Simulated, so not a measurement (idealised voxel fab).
Documented hereafter: the process module known as voxel ribs on slabs.
Section cut is 300 nm wide and gridded with 5 nm square cells.
In what follows, cross-sections appear as grids of square cells, described through bands that run from the top down, where every band is one or more rows of cells. Band: top height; bottom height; in nm. Then, left to right: material with width in nm, for each material. "edge to edge": a single material spanning edge to edge. "empty": empty space. Where do heights start? At 0: under that level the wafer as delivered is made of one material only. And the lowest band has no floor; it just carries on downward, as in "0 -> down". Read "30->40" as a graded width: first number on top, second number at the bottom, same change between each pair of neighbouring rows. You'll sometimes find "no change occurred" written for a step, and that's the way of saying that nowhere in the cross-section did a cell change during that step. The label "Sealed cavities" introduces a list of the empty spaces, 8 cells or larger, that have no open way up to the top; each entry in it reads width x height at distance, where the distance is taken from the left edge and all three are stated in nm. Whatever follows a step's settings on its line is a remark the simulator itself makes about that step. Steps that use a mask can have "overlay nm" on their line. It says how far the mask sat to the right of where it was meant to be. Negative means to the left.

Planned step list for the process:
1. RECEIVE, material Si
2. DIRECTIONAL_DEP, material SiO2, thk nm 30
3. DIRECTIONAL_DEP, material polySi, thk nm 20
4. MASKED_ETCH, tone cover, mask id RIB, width nm 20, etch materials polySi, depth nm 5, overlay nm 0
5. DIRECTIONAL_DEP, material aC, thk nm 10
6. PATTERN, tone cover, mask id SLAB, material resist, width nm 50, thk nm 30, overlay nm 0
7. DIRECTIONAL_ETCH, etch materials aC, depth nm 10
8. STRIP, etch materials resist
9. DIRECTIONAL_ETCH, etch materials polySi, depth nm 15
10. STRIP, etch materials aC
11. FILL_DEP, material SiO2, thk nm 25
12. CMP, height nm 70
13. DIRECTIONAL_DEP, material TiN, thk nm 10
14. PATTERN, tone cover, mask id HEATER, material resist, width nm 30, thk nm 15, overlay nm 0
15. DIRECTIONAL_ETCH, etch materials TiN, depth nm 10
16. STRIP, etch materials resist
17. CONFORMAL_DEP, material SiO2, thk nm 5

Cross-sectional view of the wafer in its as-received condition, corresponding to the state after step 1:
  0 -> down  Si edge to edge
  Sealed cavities: none

The first of the two wafers as seen in cross-section once the module was finished; processing followed the plan:
  85 -> 80  empty=130 | SiO2=40 | empty=130
  80 -> 75  empty=130 | SiO2=5 | TiN=30 | SiO2=5 | empty=130
  75 -> 70  SiO2=135 | TiN=30 | SiO2=135
  70 -> 50  SiO2 edge to edge
  50 -> 45  SiO2=140 | polySi=20 | SiO2=140
  45 -> 30  SiO2=125 | polySi=50 | SiO2=125
  30 -> 0  SiO2 edge to edge
  0 -> down  Si edge to edge
  Sealed cavities: none

Here is the second of the two wafers cut open at the end of the module - same start, same plan as the first one, but we made one mistake running it:
  80 -> 70  empty=135 | TiN=30 | empty=135
  70 -> 50  SiO2 edge to edge
  50 -> 45  SiO2=140 | polySi=20 | SiO2=140
  45 -> 30  SiO2=125 | polySi=50 | SiO2=125
  30 -> 0  SiO2 edge to edge
  0 -> down  Si edge to edge
  Sealed cavities: none
In executing the process, a mistake was made relative to the plan: not run: step 17 of the plan (skipped)
It is noted that, at the conclusion of processing, the second wafer exhibits a higher or lower cell count for certain materials relative to the first: -64 SiO2
